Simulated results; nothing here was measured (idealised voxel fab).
process module | voxel wiring stack
cross-section cut | 215 nm wide | cells 5 nm
A cross-section is a grid of square cells, given in bands from the top down. A band is one or more rows of cells.
Each band's line starts with the height of the band's top and of its bottom, in nm. Then come its materials from left to right, each with its width in nm. One material with "throughout" fills the band from edge to edge. "air" is empty space.
Height 0 is the level under which the wafer as received is all one material. The lowest band goes on downwards, as in "0 down".
A width such as "30 to 40" changes by the same amount from each row of cells to the next, from the band's top row to its bottom row.
"no change" after a step means that no cell of the cross-section changed.
closed voids: empty space of 8 cells or more with no open way to the top, each as width x height at its distance from the left edge, in nm
after a step's settings: what the simulator itself notes on the step
overlay nm, on a step with a mask: how far to the right of its planned place the mask lay; to the left if negative
Each pair below shows a cross-section before one step and the cross-section after it, down to the lowest band that changed. The line under each pair gives the step between them, with its settings. The pairs can come from different runs of this module on the same starting wafer, so a pair continues from the pair above only where its "before" says so.
before
  95 to 80: aC 30 | air 20 | aC 25 | air 20 | aC 25 | air 20 | aC 25 | air 20 | aC 30
  80 to 70: SiO2 30 | air 20 | SiO2 25 | air 20 | SiO2 25 | air 20 | SiO2 25 | air 20 | SiO2 30
  70 to 55: SiO2 30 | aC 20 | SiO2 25 | aC 20 | SiO2 25 | aC 20 | SiO2 25 | aC 20 | SiO2 30
  55 to 45: SiO2 throughout
  45 to 40: SiCN throughout
  40 to 20: lowk 30 | Ru 20 | lowk 25 | Ru 20 | lowk 25 | Ru 20 | lowk 25 | Ru 20 | lowk 30
  20 to 15: lowk 30 | TiN 20 | lowk 25 | TiN 20 | lowk 25 | TiN 20 | lowk 25 | TiN 20 | lowk 30
  15 to 0: SiO2 throughout
  0 down: Si throughout
  closed voids: none
after
  130 to 95: resist 30 | air 15 | resist 75 | air 15 | resist 80
  95 to 80: aC 30 | air 15 | resist 5 | aC 25 | resist 20 | aC 25 | air 15 | resist 5 | aC 25 | resist 20 | aC 30
  80 to 70: SiO2 30 | air 15 | resist 5 | SiO2 25 | resist 20 | SiO2 25 | air 15 | resist 5 | SiO2 25 | resist 20 | SiO2 30
  below 70: unchanged
  closed voids: none
the step between: op PATTERN | tone open | mask id METAL_2_HOLES | material resist | width nm 15 | pitch nm 90 | thk nm 35 | overlay nm 0
before: the cross-section after the pair above
after
  115 to 95: resist 30 | air 15 | resist 75 | air 15 | resist 80
  95 to 80: aC 30 | air 15 | resist 5 | aC 25 | resist 20 | aC 25 | air 15 | resist 5 | aC 25 | resist 20 | aC 30
  80 to 70: SiO2 30 | air 15 | resist 5 | SiO2 25 | resist 20 | SiO2 25 | air 15 | resist 5 | SiO2 25 | resist 20 | SiO2 30
  70 to 55: SiO2 30 | air 15 | aC 5 | SiO2 25 | aC 20 | SiO2 25 | air 15 | aC 5 | SiO2 25 | aC 20 | SiO2 30
  below 55: unchanged
  closed voids: none
the step between: op DIRECTIONAL_ETCH | etch materials aC | depth nm 15
before: the cross-section after the pair above
after
  95 to 80: aC 30 | air 20 | aC 25 | air 20 | aC 25 | air 20 | aC 25 | air 20 | aC 30
  80 to 70: SiO2 30 | air 20 | SiO2 25 | air 20 | SiO2 25 | air 20 | SiO2 25 | air 20 | SiO2 30
  below 70: unchanged
  closed voids: none
the step between: op STRIP | etch materials resist
before: the cross-section after the pair above
after
  95 to 80: aC 30 | air 20 | aC 25 | air 20 | aC 25 | air 20 | aC 25 | air 20 | aC 30
  80 to 70: SiO2 30 | air 20 | SiO2 25 | air 20 | SiO2 25 | air 20 | SiO2 25 | air 20 | SiO2 30
  70 to 55: SiO2 30 | air 15 | aC 5 | SiO2 25 | aC 20 | SiO2 25 | air 15 | aC 5 | SiO2 25 | aC 20 | SiO2 30
  55 to 45: SiO2 30 | air 15 | SiO2 75 | air 15 | SiO2 80
  below 45: unchanged
  closed voids: none
the step between: op DIRECTIONAL_ETCH | etch materials SiO2 | depth nm 15
before: the cross-section after the pair above
after
  95 to 80: aC 30 | air 20 | aC 25 | air 20 | aC 25 | air 20 | aC 25 | air 20 | aC 30
  80 to 70: SiO2 30 | air 20 | SiO2 25 | air 20 | SiO2 25 | air 20 | SiO2 25 | air 20 | SiO2 30
  70 to 55: SiO2 30 | air 15 | aC 5 | SiO2 25 | aC 20 | SiO2 25 | air 15 | aC 5 | SiO2 25 | aC 20 | SiO2 30
  55 to 45: SiO2 30 | air 15 | SiO2 75 | air 15 | SiO2 80
  45 to 40: SiCN 30 | air 15 | SiCN 75 | air 15 | SiCN 80
  below 40: unchanged
  closed voids: none
the step between: op DIRECTIONAL_ETCH | etch materials SiCN | depth nm 5
before: the cross-section after the pair above
after
  80 to 55: SiO2 30 | air 20 | SiO2 25 | air 20 | SiO2 25 | air 20 | SiO2 25 | air 20 | SiO2 30
  below 55: unchanged
  closed voids: none
the step between: op STRIP | etch materials aC
before: the cross-section after the pair above
after
  85 to 80: TiN 35 | air 10 | TiN 35 | air 10 | TiN 35 | air 10 | TiN 35 | air 10 | TiN 35
  80 to 60: SiO2 30 | TiN 5 | air 10 | TiN 5 | SiO2 25 | TiN 5 | air 10 | TiN 5 | SiO2 25 | TiN 5 | air 10 | TiN 5 | SiO2 25 | TiN 5 | air 10 | TiN 5 | SiO2 30
  60 to 55: SiO2 30 | TiN 5 | air 5 | TiN 10 | SiO2 25 | TiN 20 | SiO2 25 | TiN 5 | air 5 | TiN 10 | SiO2 25 | TiN 20 | SiO2 30
  55 to 45: SiO2 30 | TiN 5 | air 5 | TiN 5 | SiO2 75 | TiN 5 | air 5 | TiN 5 | SiO2 80
  45 to 40: SiCN 30 | TiN 15 | SiCN 75 | TiN 15 | SiCN 80
  below 40: unchanged
  closed voids: none
the step between: op CONFORMAL_DEP | material TiN | thk nm 5
before: the cross-section after the pair above
after
  90 to 85: Cu throughout
  85 to 80: TiN 35 | Cu 10 | TiN 35 | Cu 10 | TiN 35 | Cu 10 | TiN 35 | Cu 10 | TiN 35
  80 to 60: SiO2 30 | TiN 5 | Cu 10 | TiN 5 | SiO2 25 | TiN 5 | Cu 10 | TiN 5 | SiO2 25 | TiN 5 | Cu 10 | TiN 5 | SiO2 25 | TiN 5 | Cu 10 | TiN 5 | SiO2 30
  60 to 55: SiO2 30 | TiN 5 | Cu 5 | TiN 10 | SiO2 25 | TiN 20 | SiO2 25 | TiN 5 | Cu 5 | TiN 10 | SiO2 25 | TiN 20 | SiO2 30
  55 to 45: SiO2 30 | TiN 5 | Cu 5 | TiN 5 | SiO2 75 | TiN 5 | Cu 5 | TiN 5 | SiO2 80
  below 45: unchanged
  closed voids: none
the step between: op FILL_DEP | material Cu | thk nm 5
before: the cross-section after the pair above
after
  80 to 60: SiO2 30 | TiN 5 | Cu 10 | TiN 5 | SiO2 25 | TiN 5 | Cu 10 | TiN 5 | SiO2 25 | TiN 5 | Cu 10 | TiN 5 | SiO2 25 | TiN 5 | Cu 10 | TiN 5 | SiO2 30
  below 60: unchanged
  closed voids: none
the step between: op CMP | height nm 80
before: the cross-section after the pair above
after
  85 to 80: SiN throughout
  below 80: unchanged
  closed voids: none
the step between: op CONFORMAL_DEP | material SiN | thk nm 5
before
  80 to 45: SiO2 throughout
  45 to 40: SiCN throughout
  40 to 20: lowk 30 | Ru 20 | lowk 25 | Ru 20 | lowk 25 | Ru 20 | lowk 25 | Ru 20 | lowk 30
  20 to 15: lowk 30 | TiN 20 | lowk 25 | TiN 20 | lowk 25 | TiN 20 | lowk 25 | TiN 20 | lowk 30
  15 to 0: SiO2 throughout
  0 down: Si throughout
  closed voids: none
after
  100 to 80: resist 25 | air 30 | resist 15 | air 30 | resist 15 | air 30 | resist 15 | air 30 | resist 25
  below 80: unchanged
  closed voids: none
the step between: op PATTERN | tone open | mask id METAL_2 | material resist | width nm 30 | pitch nm 45 | thk nm 20 | overlay nm 0
before: the cross-section after the pair above
after
  100 to 80: resist 25 | air 30 | resist 15 | air 30 | resist 15 | air 30 | resist 15 | air 30 | resist 25
  80 to 60: SiO2 25 | air 30 | SiO2 15 | air 30 | SiO2 15 | air 30 | SiO2 15 | air 30 | SiO2 25
  below 60: unchanged
  closed voids: none
the step between: op DIRECTIONAL_ETCH | etch materials SiO2 | depth nm 20
before: the cross-section after the pair above
after
  80 to 60: SiO2 25 | air 30 | SiO2 15 | air 30 | SiO2 15 | air 30 | SiO2 15 | air 30 | SiO2 25
  below 60: unchanged
  closed voids: none
the step between: op STRIP | etch materials resist
before: the cross-section after the pair above
after
  95 to 80: aC 25 | air 30 | aC 15 | air 30 | aC 15 | air 30 | aC 15 | air 30 | aC 25
  80 to 75: SiO2 25 | air 30 | SiO2 15 | air 30 | SiO2 15 | air 30 | SiO2 15 | air 30 | SiO2 25
  75 to 60: SiO2 25 | aC 30 | SiO2 15 | aC 30 | SiO2 15 | aC 30 | SiO2 15 | aC 30 | SiO2 25
  below 60: unchanged
  closed voids: none
the step between: op DIRECTIONAL_DEP | material aC | thk nm 15
before: the cross-section after the pair above
after
  130 to 95: resist 30 | air 15 | resist 75 | air 15 | resist 80
  95 to 80: aC 25 | resist 5 | air 15 | resist 10 | aC 15 | resist 30 | aC 15 | resist 5 | air 15 | resist 10 | aC 15 | resist 30 | aC 25
  80 to 75: SiO2 25 | resist 5 | air 15 | resist 10 | SiO2 15 | resist 30 | SiO2 15 | resist 5 | air 15 | resist 10 | SiO2 15 | resist 30 | SiO2 25
  below 75: unchanged
  closed voids: none
the step between: op PATTERN | tone open | mask id METAL_2_HOLES | material resist | width nm 15 | pitch nm 90 | thk nm 35 | overlay nm 0
before: the cross-section after the pair above
after
  115 to 95: resist 30 | air 15 | resist 75 | air 15 | resist 80
  95 to 80: aC 25 | resist 5 | air 15 | resist 10 | aC 15 | resist 30 | aC 15 | resist 5 | air 15 | resist 10 | aC 15 | resist 30 | aC 25
  80 to 75: SiO2 25 | resist 5 | air 15 | resist 10 | SiO2 15 | resist 30 | SiO2 15 | resist 5 | air 15 | resist 10 | SiO2 15 | resist 30 | SiO2 25
  75 to 60: SiO2 25 | aC 5 | air 15 | aC 10 | SiO2 15 | aC 30 | SiO2 15 | aC 5 | air 15 | aC 10 | SiO2 15 | aC 30 | SiO2 25
  below 60: unchanged
  closed voids: none
the step between: op DIRECTIONAL_ETCH | etch materials aC | depth nm 15
before: the cross-section after the pair above
after
  95 to 80: aC 25 | air 30 | aC 15 | air 30 | aC 15 | air 30 | aC 15 | air 30 | aC 25
  80 to 75: SiO2 25 | air 30 | SiO2 15 | air 30 | SiO2 15 | air 30 | SiO2 15 | air 30 | SiO2 25
  below 75: unchanged
  closed voids: none
the step between: op STRIP | etch materials resist
before: the cross-section after the pair above
after
  95 to 80: aC 25 | air 30 | aC 15 | air 30 | aC 15 | air 30 | aC 15 | air 30 | aC 25
  80 to 75: SiO2 25 | air 30 | SiO2 15 | air 30 | SiO2 15 | air 30 | SiO2 15 | air 30 | SiO2 25
  75 to 60: SiO2 25 | aC 5 | air 15 | aC 10 | SiO2 15 | aC 30 | SiO2 15 | aC 5 | air 15 | aC 10 | SiO2 15 | aC 30 | SiO2 25
  60 to 45: SiO2 30 | air 15 | SiO2 75 | air 15 | SiO2 80
  below 45: unchanged
  closed voids: none
the step between: op DIRECTIONAL_ETCH | etch materials SiO2 | depth nm 15
before: the cross-section after the pair above
after
  95 to 80: aC 25 | air 30 | aC 15 | air 30 | aC 15 | air 30 | aC 15 | air 30 | aC 25
  80 to 75: SiO2 25 | air 30 | SiO2 15 | air 30 | SiO2 15 | air 30 | SiO2 15 | air 30 | SiO2 25
  75 to 60: SiO2 25 | aC 5 | air 15 | aC 10 | SiO2 15 | aC 30 | SiO2 15 | aC 5 | air 15 | aC 10 | SiO2 15 | aC 30 | SiO2 25
  60 to 45: SiO2 30 | air 15 | SiO2 75 | air 15 | SiO2 80
  45 to 40: SiCN 30 | air 15 | SiCN 75 | air 15 | SiCN 80
  below 40: unchanged
  closed voids: none
the step between: op DIRECTIONAL_ETCH | etch materials SiCN | depth nm 5
before: the cross-section after the pair above
after
  80 to 60: SiO2 25 | air 30 | SiO2 15 | air 30 | SiO2 15 | air 30 | SiO2 15 | air 30 | SiO2 25
  below 60: unchanged
  closed voids: none
the step between: op STRIP | etch materials aC
before: the cross-section after the pair above
after
  85 to 80: TiN 30 | air 20 | TiN 25 | air 20 | TiN 25 | air 20 | TiN 25 | air 20 | TiN 30
  80 to 65: SiO2 25 | TiN 5 | air 20 | TiN 5 | SiO2 15 | TiN 5 | air 20 | TiN 5 | SiO2 15 | TiN 5 | air 20 | TiN 5 | SiO2 15 | TiN 5 | air 20 | TiN 5 | SiO2 25
  65 to 60: SiO2 25 | TiN 10 | air 5 | TiN 15 | SiO2 15 | TiN 30 | SiO2 15 | TiN 10 | air 5 | TiN 15 | SiO2 15 | TiN 30 | SiO2 25
  60 to 45: SiO2 30 | TiN 5 | air 5 | TiN 5 | SiO2 75 | TiN 5 | air 5 | TiN 5 | SiO2 80
  45 to 40: SiCN 30 | TiN 15 | SiCN 75 | TiN 15 | SiCN 80
  below 40: unchanged
  closed voids: none
the step between: op CONFORMAL_DEP | material TiN | thk nm 5
before: the cross-section after the pair above
after
  90 to 85: Cu throughout
  85 to 80: TiN 30 | Cu 20 | TiN 25 | Cu 20 | TiN 25 | Cu 20 | TiN 25 | Cu 20 | TiN 30
  80 to 65: SiO2 25 | TiN 5 | Cu 20 | TiN 5 | SiO2 15 | TiN 5 | Cu 20 | TiN 5 | SiO2 15 | TiN 5 | Cu 20 | TiN 5 | SiO2 15 | TiN 5 | Cu 20 | TiN 5 | SiO2 25
  65 to 60: SiO2 25 | TiN 10 | Cu 5 | TiN 15 | SiO2 15 | TiN 30 | SiO2 15 | TiN 10 | Cu 5 | TiN 15 | SiO2 15 | TiN 30 | SiO2 25
  60 to 45: SiO2 30 | TiN 5 | Cu 5 | TiN 5 | SiO2 75 | TiN 5 | Cu 5 | TiN 5 | SiO2 80
  below 45: unchanged
  closed voids: none
the step between: op FILL_DEP | material Cu | thk nm 5
before: the cross-section after the pair above
after
  80 to 65: SiO2 25 | TiN 5 | Cu 20 | TiN 5 | SiO2 15 | TiN 5 | Cu 20 | TiN 5 | SiO2 15 | TiN 5 | Cu 20 | TiN 5 | SiO2 15 | TiN 5 | Cu 20 | TiN 5 | SiO2 25
  below 65: unchanged
  closed voids: none
the step between: op CMP | height nm 80
before: the cross-section after the pair above
after
  85 to 80: SiN throughout
  below 80: unchanged
  closed voids: none
the step between: op CONFORMAL_DEP | material SiN | thk nm 5
before
  95 to 80: aC 30 | air 20 | aC 25 | air 20 | aC 25 | air 20 | aC 25 | air 20 | aC 30
  80 to 75: SiO2 30 | air 20 | SiO2 25 | air 20 | SiO2 25 | air 20 | SiO2 25 | air 20 | SiO2 30
  75 to 60: SiO2 30 | aC 20 | SiO2 25 | aC 20 | SiO2 25 | aC 20 | SiO2 25 | aC 20 | SiO2 30
  60 to 45: SiO2 throughout
  45 to 40: SiCN throughout
  40 to 20: lowk 30 | Ru 20 | lowk 25 | Ru 20 | lowk 25 | Ru 20 | lowk 25 | Ru 20 | lowk 30
  20 to 15: lowk 30 | TiN 20 | lowk 25 | TiN 20 | lowk 25 | TiN 20 | lowk 25 | TiN 20 | lowk 30
  15 to 0: SiO2 throughout
  0 down: Si throughout
  closed voids: none
after
  130 to 95: resist 35 | air 15 | resist 75 | air 15 | resist 75
  95 to 80: aC 30 | resist 5 | air 15 | aC 25 | resist 20 | aC 25 | resist 5 | air 15 | aC 25 | resist 20 | aC 30
  80 to 75: SiO2 30 | resist 5 | air 15 | SiO2 25 | resist 20 | SiO2 25 | resist 5 | air 15 | SiO2 25 | resist 20 | SiO2 30
  below 75: unchanged
  closed voids: none
the step between: op PATTERN | tone open | mask id METAL_2_HOLES | material resist | width nm 15 | pitch nm 90 | thk nm 35 | overlay nm 5
before: the cross-section after the pair above
after
  115 to 95: resist 35 | air 15 | resist 75 | air 15 | resist 75
  95 to 80: aC 30 | resist 5 | air 15 | aC 25 | resist 20 | aC 25 | resist 5 | air 15 | aC 25 | resist 20 | aC 30
  80 to 75: SiO2 30 | resist 5 | air 15 | SiO2 25 | resist 20 | SiO2 25 | resist 5 | air 15 | SiO2 25 | resist 20 | SiO2 30
  75 to 60: SiO2 30 | aC 5 | air 15 | SiO2 25 | aC 20 | SiO2 25 | aC 5 | air 15 | SiO2 25 | aC 20 | SiO2 30
  below 60: unchanged
  closed voids: none
the step between: op DIRECTIONAL_ETCH | etch materials aC | depth nm 15
before: the cross-section after the pair above
after
  95 to 80: aC 30 | air 20 | aC 25 | air 20 | aC 25 | air 20 | aC 25 | air 20 | aC 30
  80 to 75: SiO2 30 | air 20 | SiO2 25 | air 20 | SiO2 25 | air 20 | SiO2 25 | air 20 | SiO2 30
  below 75: unchanged
  closed voids: none
the step between: op STRIP | etch materials resist
before: the cross-section after the pair above
after
  95 to 80: aC 30 | air 20 | aC 25 | air 20 | aC 25 | air 20 | aC 25 | air 20 | aC 30
  80 to 75: SiO2 30 | air 20 | SiO2 25 | air 20 | SiO2 25 | air 20 | SiO2 25 | air 20 | SiO2 30
  75 to 60: SiO2 30 | aC 5 | air 15 | SiO2 25 | aC 20 | SiO2 25 | aC 5 | air 15 | SiO2 25 | aC 20 | SiO2 30
  60 to 45: SiO2 35 | air 15 | SiO2 75 | air 15 | SiO2 75
  below 45: unchanged
  closed voids: none
the step between: op DIRECTIONAL_ETCH | etch materials SiO2 | depth nm 15
before: the cross-section after the pair above
after
  95 to 80: aC 30 | air 20 | aC 25 | air 20 | aC 25 | air 20 | aC 25 | air 20 | aC 30
  80 to 75: SiO2 30 | air 20 | SiO2 25 | air 20 | SiO2 25 | air 20 | SiO2 25 | air 20 | SiO2 30
  75 to 60: SiO2 30 | aC 5 | air 15 | SiO2 25 | aC 20 | SiO2 25 | aC 5 | air 15 | SiO2 25 | aC 20 | SiO2 30
  60 to 45: SiO2 35 | air 15 | SiO2 75 | air 15 | SiO2 75
  45 to 40: SiCN 35 | air 15 | SiCN 75 | air 15 | SiCN 75
  below 40: unchanged
  closed voids: none
the step between: op DIRECTIONAL_ETCH | etch materials SiCN | depth nm 5
before: the cross-section after the pair above
after
  80 to 60: SiO2 30 | air 20 | SiO2 25 | air 20 | SiO2 25 | air 20 | SiO2 25 | air 20 | SiO2 30
  below 60: unchanged
  closed voids: none
the step between: op STRIP | etch materials aC
before: the cross-section after the pair above
after
  85 to 80: TiN 35 | air 10 | TiN 35 | air 10 | TiN 35 | air 10 | TiN 35 | air 10 | TiN 35
  80 to 65: SiO2 30 | TiN 5 | air 10 | TiN 5 | SiO2 25 | TiN 5 | air 10 | TiN 5 | SiO2 25 | TiN 5 | air 10 | TiN 5 | SiO2 25 | TiN 5 | air 10 | TiN 5 | SiO2 30
  65 to 60: SiO2 30 | TiN 10 | air 5 | TiN 5 | SiO2 25 | TiN 20 | SiO2 25 | TiN 10 | air 5 | TiN 5 | SiO2 25 | TiN 20 | SiO2 30
  60 to 45: SiO2 35 | TiN 5 | air 5 | TiN 5 | SiO2 75 | TiN 5 | air 5 | TiN 5 | SiO2 75
  45 to 40: SiCN 35 | TiN 15 | SiCN 75 | TiN 15 | SiCN 75
  below 40: unchanged
  closed voids: none
the step between: op CONFORMAL_DEP | material TiN | thk nm 5
before: the cross-section after the pair above
after
  90 to 85: Cu throughout
  85 to 80: TiN 35 | Cu 10 | TiN 35 | Cu 10 | TiN 35 | Cu 10 | TiN 35 | Cu 10 | TiN 35
  80 to 65: SiO2 30 | TiN 5 | Cu 10 | TiN 5 | SiO2 25 | TiN 5 | Cu 10 | TiN 5 | SiO2 25 | TiN 5 | Cu 10 | TiN 5 | SiO2 25 | TiN 5 | Cu 10 | TiN 5 | SiO2 30
  65 to 60: SiO2 30 | TiN 10 | Cu 5 | TiN 5 | SiO2 25 | TiN 20 | SiO2 25 | TiN 10 | Cu 5 | TiN 5 | SiO2 25 | TiN 20 | SiO2 30
  60 to 45: SiO2 35 | TiN 5 | Cu 5 | TiN 5 | SiO2 75 | TiN 5 | Cu 5 | TiN 5 | SiO2 75
  below 45: unchanged
  closed voids: none
the step between: op FILL_DEP | material Cu | thk nm 5
before: the cross-section after the pair above
after
  80 to 65: SiO2 30 | TiN 5 | Cu 10 | TiN 5 | SiO2 25 | TiN 5 | Cu 10 | TiN 5 | SiO2 25 | TiN 5 | Cu 10 | TiN 5 | SiO2 25 | TiN 5 | Cu 10 | TiN 5 | SiO2 30
  below 65: unchanged
  closed voids: none
the step between: op CMP | height nm 80
before: the cross-section after the pair above
after
  85 to 80: SiN throughout
  below 80: unchanged
  closed voids: none
the step between: op CONFORMAL_DEP | material SiN | thk nm 5
before
  40 to 20: lowk 30 | Ru 20 | lowk 25 | Ru 20 | lowk 25 | Ru 20 | lowk 25 | Ru 20 | lowk 30
  20 to 15: lowk 30 | TiN 20 | lowk 25 | TiN 20 | lowk 25 | TiN 20 | lowk 25 | TiN 20 | lowk 30
  15 to 0: SiO2 throughout
  0 down: Si throughout
  closed voids: none
after
  45 to 40: Ru throughout
  below 40: unchanged
  closed voids: none
the step between: op CONFORMAL_DEP | material Ru | thk nm 5
before: the cross-section after the pair above
after
  80 to 45: SiO2 throughout
  below 45: unchanged
  closed voids: none
the step between: op DIRECTIONAL_DEP | material SiO2 | thk nm 35
before: the cross-section after the pair above
after
  100 to 80: resist 30 | air 20 | resist 25 | air 20 | resist 25 | air 20 | resist 25 | air 20 | resist 30
  below 80: unchanged
  closed voids: none
the step between: op PATTERN | tone open | mask id METAL_2 | material resist | width nm 20 | pitch nm 45 | thk nm 20 | overlay nm 0
before: the cross-section after the pair above
after
  100 to 80: resist 30 | air 20 | resist 25 | air 20 | resist 25 | air 20 | resist 25 | air 20 | resist 30
  80 to 60: SiO2 30 | air 20 | SiO2 25 | air 20 | SiO2 25 | air 20 | SiO2 25 | air 20 | SiO2 30
  below 60: unchanged
  closed voids: none
the step between: op DIRECTIONAL_ETCH | etch materials SiO2 | depth nm 20
before: the cross-section after the pair above
after
  80 to 60: SiO2 30 | air 20 | SiO2 25 | air 20 | SiO2 25 | air 20 | SiO2 25 | air 20 | SiO2 30
  below 60: unchanged
  closed voids: none
the step between: op STRIP | etch materials resist
before: the cross-section after the pair above
after
  95 to 80: aC 30 | air 20 | aC 25 | air 20 | aC 25 | air 20 | aC 25 | air 20 | aC 30
  80 to 75: SiO2 30 | air 20 | SiO2 25 | air 20 | SiO2 25 | air 20 | SiO2 25 | air 20 | SiO2 30
  75 to 60: SiO2 30 | aC 20 | SiO2 25 | aC 20 | SiO2 25 | aC 20 | SiO2 25 | aC 20 | SiO2 30
  below 60: unchanged
  closed voids: none
the step between: op DIRECTIONAL_DEP | material aC | thk nm 15
before: the cross-section after the pair above
after
  130 to 95: resist 30 | air 15 | resist 75 | air 15 | resist 80
  95 to 80: aC 30 | air 15 | resist 5 | aC 25 | resist 20 | aC 25 | air 15 | resist 5 | aC 25 | resist 20 | aC 30
  80 to 75: SiO2 30 | air 15 | resist 5 | SiO2 25 | resist 20 | SiO2 25 | air 15 | resist 5 | SiO2 25 | resist 20 | SiO2 30
  below 75: unchanged
  closed voids: none
the step between: op PATTERN | tone open | mask id METAL_2_HOLES | material resist | width nm 15 | pitch nm 90 | thk nm 35 | overlay nm 0
before: the cross-section after the pair above
after
  115 to 95: resist 30 | air 15 | resist 75 | air 15 | resist 80
  95 to 80: aC 30 | air 15 | resist 5 | aC 25 | resist 20 | aC 25 | air 15 | resist 5 | aC 25 | resist 20 | aC 30
  80 to 75: SiO2 30 | air 15 | resist 5 | SiO2 25 | resist 20 | SiO2 25 | air 15 | resist 5 | SiO2 25 | resist 20 | SiO2 30
  75 to 60: SiO2 30 | air 15 | aC 5 | SiO2 25 | aC 20 | SiO2 25 | air 15 | aC 5 | SiO2 25 | aC 20 | SiO2 30
  below 60: unchanged
  closed voids: none
the step between: op DIRECTIONAL_ETCH | etch materials aC | depth nm 15
before: the cross-section after the pair above
after
  95 to 80: aC 30 | air 20 | aC 25 | air 20 | aC 25 | air 20 | aC 25 | air 20 | aC 30
  80 to 75: SiO2 30 | air 20 | SiO2 25 | air 20 | SiO2 25 | air 20 | SiO2 25 | air 20 | SiO2 30
  below 75: unchanged
  closed voids: none
the step between: op STRIP | etch materials resist
before: the cross-section after the pair above
after
  95 to 80: aC 30 | air 20 | aC 25 | air 20 | aC 25 | air 20 | aC 25 | air 20 | aC 30
  80 to 75: SiO2 30 | air 20 | SiO2 25 | air 20 | SiO2 25 | air 20 | SiO2 25 | air 20 | SiO2 30
  75 to 60: SiO2 30 | air 15 | aC 5 | SiO2 25 | aC 20 | SiO2 25 | air 15 | aC 5 | SiO2 25 | aC 20 | SiO2 30
  60 to 45: SiO2 30 | air 15 | SiO2 75 | air 15 | SiO2 80
  below 45: unchanged
  closed voids: none
the step between: op DIRECTIONAL_ETCH | etch materials SiO2 | depth nm 15
before: the cross-section after the pair above
after
  80 to 60: SiO2 30 | air 20 | SiO2 25 | air 20 | SiO2 25 | air 20 | SiO2 25 | air 20 | SiO2 30
  below 60: unchanged
  closed voids: none
the step between: op STRIP | etch materials aC
before: the cross-section after the pair above
after
  85 to 80: TiN 35 | air 10 | TiN 35 | air 10 | TiN 35 | air 10 | TiN 35 | air 10 | TiN 35
  80 to 65: SiO2 30 | TiN 5 | air 10 | TiN 5 | SiO2 25 | TiN 5 | air 10 | TiN 5 | SiO2 25 | TiN 5 | air 10 | TiN 5 | SiO2 25 | TiN 5 | air 10 | TiN 5 | SiO2 30
  65 to 60: SiO2 30 | TiN 5 | air 5 | TiN 10 | SiO2 25 | TiN 20 | SiO2 25 | TiN 5 | air 5 | TiN 10 | SiO2 25 | TiN 20 | SiO2 30
  60 to 50: SiO2 30 | TiN 5 | air 5 | TiN 5 | SiO2 75 | TiN 5 | air 5 | TiN 5 | SiO2 80
  50 to 45: SiO2 30 | TiN 15 | SiO2 75 | TiN 15 | SiO2 80
  below 45: unchanged
  closed voids: none
the step between: op CONFORMAL_DEP | material TiN | thk nm 5
before: the cross-section after the pair above
after
  90 to 85: Cu throughout
  85 to 80: TiN 35 | Cu 10 | TiN 35 | Cu 10 | TiN 35 | Cu 10 | TiN 35 | Cu 10 | TiN 35
  80 to 65: SiO2 30 | TiN 5 | Cu 10 | TiN 5 | SiO2 25 | TiN 5 | Cu 10 | TiN 5 | SiO2 25 | TiN 5 | Cu 10 | TiN 5 | SiO2 25 | TiN 5 | Cu 10 | TiN 5 | SiO2 30
  65 to 60: SiO2 30 | TiN 5 | Cu 5 | TiN 10 | SiO2 25 | TiN 20 | SiO2 25 | TiN 5 | Cu 5 | TiN 10 | SiO2 25 | TiN 20 | SiO2 30
  60 to 50: SiO2 30 | TiN 5 | Cu 5 | TiN 5 | SiO2 75 | TiN 5 | Cu 5 | TiN 5 | SiO2 80
  below 50: unchanged
  closed voids: none
the step between: op FILL_DEP | material Cu | thk nm 5
before: the cross-section after the pair above
after
  80 to 65: SiO2 30 | TiN 5 | Cu 10 | TiN 5 | SiO2 25 | TiN 5 | Cu 10 | TiN 5 | SiO2 25 | TiN 5 | Cu 10 | TiN 5 | SiO2 25 | TiN 5 | Cu 10 | TiN 5 | SiO2 30
  below 65: unchanged
  closed voids: none
the step between: op CMP | height nm 80
before: the cross-section after the pair above
after
  85 to 80: SiN throughout
  below 80: unchanged
  closed voids: none
the step between: op CONFORMAL_DEP | material SiN | thk nm 5
before
  80 to 45: SiO2 throughout
  45 to 40: SiCN throughout
  40 to 20: lowk 30 | Ru 20 | lowk 25 | Ru 20 | lowk 25 | Ru 20 | lowk 25 | Ru 20 | lowk 30
  20 to 15: lowk 30 | TiN 20 | lowk 25 | TiN 20 | lowk 25 | TiN 20 | lowk 25 | TiN 20 | lowk 30
  15 to 0: SiO2 throughout
  0 down: Si throughout
  closed voids: none
after
  100 to 80: air 30 | resist 20 | air 25 | resist 20 | air 25 | resist 20 | air 25 | resist 20 | air 30
  below 80: unchanged
  closed voids: none
the step between: op PATTERN | tone cover | mask id METAL_2 | material resist | width nm 20 | pitch nm 45 | thk nm 20 | overlay nm 0
before: the cross-section after the pair above
after
  100 to 80: air 30 | resist 20 | air 25 | resist 20 | air 25 | resist 20 | air 25 | resist 20 | air 30
  80 to 60: air 30 | SiO2 20 | air 25 | SiO2 20 | air 25 | SiO2 20 | air 25 | SiO2 20 | air 30
  below 60: unchanged
  closed voids: none
the step between: op DIRECTIONAL_ETCH | etch materials SiO2 | depth nm 20
before: the cross-section after the pair above
after
  80 to 60: air 30 | SiO2 20 | air 25 | SiO2 20 | air 25 | SiO2 20 | air 25 | SiO2 20 | air 30
  below 60: unchanged
  closed voids: none
the step between: op STRIP | etch materials resist
before: the cross-section after the pair above
after
  95 to 80: air 30 | aC 20 | air 25 | aC 20 | air 25 | aC 20 | air 25 | aC 20 | air 30
  80 to 75: air 30 | SiO2 20 | air 25 | SiO2 20 | air 25 | SiO2 20 | air 25 | SiO2 20 | air 30
  75 to 60: aC 30 | SiO2 20 | aC 25 | SiO2 20 | aC 25 | SiO2 20 | aC 25 | SiO2 20 | aC 30
  below 60: unchanged
  closed voids: none
the step between: op DIRECTIONAL_DEP | material aC | thk nm 15
before: the cross-section after the pair above
after
  130 to 95: resist 30 | air 15 | resist 75 | air 15 | resist 80
  95 to 80: resist 30 | aC 20 | resist 25 | aC 20 | resist 25 | aC 20 | resist 25 | aC 20 | resist 30
  80 to 75: resist 30 | SiO2 20 | resist 25 | SiO2 20 | resist 25 | SiO2 20 | resist 25 | SiO2 20 | resist 30
  below 75: unchanged
  closed voids: none
the step between: op PATTERN | tone open | mask id METAL_2_HOLES | material resist | width nm 15 | pitch nm 90 | thk nm 35 | overlay nm 0
before: the cross-section after the pair above
after
  115 to 95: resist 30 | air 15 | resist 75 | air 15 | resist 80
  95 to 80: resist 30 | air 15 | aC 5 | resist 25 | aC 20 | resist 25 | air 15 | aC 5 | resist 25 | aC 20 | resist 30
  below 80: unchanged
  closed voids: none
the step between: op DIRECTIONAL_ETCH | etch materials aC | depth nm 15
before: the cross-section after the pair above
after
  95 to 80: air 45 | aC 5 | air 25 | aC 20 | air 40 | aC 5 | air 25 | aC 20 | air 30
  80 to 75: air 30 | SiO2 20 | air 25 | SiO2 20 | air 25 | SiO2 20 | air 25 | SiO2 20 | air 30
  below 75: unchanged
  closed voids: none
the step between: op STRIP | etch materials resist
